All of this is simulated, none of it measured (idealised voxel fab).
process module | voxel self aligned contacts
cross-section cut | 280 nm wide | cells 5 nm
A cross-section is a grid of square cells, given in bands from the top down. A band is one or more rows of cells.
Each band's line starts with the height of the band's top and of its bottom, in nm. Then come its materials from left to right, each with its width in nm. One material with "throughout" fills the band from edge to edge. "air" is empty space.
Height 0 is the level under which the wafer as received is all one material. The lowest band goes on downwards, as in "0 down".
A width such as "30 to 40" changes by the same amount from each row of cells to the next, from the band's top row to its bottom row.
"no change" after a step means that no cell of the cross-section changed.
closed voids: empty space of 8 cells or more with no open way to the top, each as width x height at its distance from the left edge, in nm
after a step's settings: what the simulator itself notes on the step
overlay nm, on a step with a mask: how far to the right of its planned place the mask lay; to the left if negative
plan
1 op RECEIVE | material Si
2 op CONFORMAL_DEP | material SiO2 | thk nm 5
3 op DIRECTIONAL_DEP | material polySi | thk nm 25
4 op DIRECTIONAL_DEP | material SiN | thk nm 20
5 op PATTERN | tone cover | mask id GATE | material resist | width nm 30 | pitch nm 55 | thk nm 20 | overlay nm -15
6 op DIRECTIONAL_ETCH | etch materials SiN | depth nm 20
7 op DIRECTIONAL_ETCH | etch materials polySi | depth nm 25
8 op STRIP | etch materials resist
9 op CONFORMAL_DEP | material SiN | thk nm 5
10 op DIRECTIONAL_ETCH | etch materials SiN | depth nm 5
11 op FILL_DEP | material SiO2 | thk nm 10
12 op CMP | height nm 55
13 op PATTERN | tone open | mask id CONTACT | material resist | width nm 35 | pitch nm 55 | thk nm 15 | overlay nm 0
14 op DIRECTIONAL_ETCH | etch materials SiO2 | depth nm 55
15 op STRIP | etch materials resist
16 op CONFORMAL_DEP | material TiN | thk nm 5
17 op FILL_DEP | material W | thk nm 10
18 op CMP | height nm 55
19 op CONFORMAL_DEP | material SiN | thk nm 5
varied across the wafers: overlay nm of step 5. The plan shows the first wafer's value. All wafers start alike
first wafer as received, after step 1
  0 down: Si throughout
  closed voids: none
each wafer at the end: cells of each material gained (+) or lost (-) since it was received, then its closed voids
overlay nm -15 | +182 SiN | +346 SiO2 | +54 TiN | +90 polySi | closed voids: none
overlay nm -10 | +182 SiN | +326 SiO2 | +54 TiN | +20 W | +90 polySi | closed voids: none
overlay nm -5 | +182 SiN | +326 SiO2 | +54 TiN | +20 W | +90 polySi | closed voids: none
overlay nm 0 | +182 SiN | +326 SiO2 | +54 TiN | +20 W | +90 polySi | closed voids: none
overlay nm 5 | +182 SiN | +326 SiO2 | +54 TiN | +20 W | +90 polySi | closed voids: none
overlay nm 10 | +182 SiN | +326 SiO2 | +54 TiN | +20 W | +90 polySi | closed voids: none
overlay nm 15 | +182 SiN | +346 SiO2 | +54 TiN | +90 polySi | closed voids: none
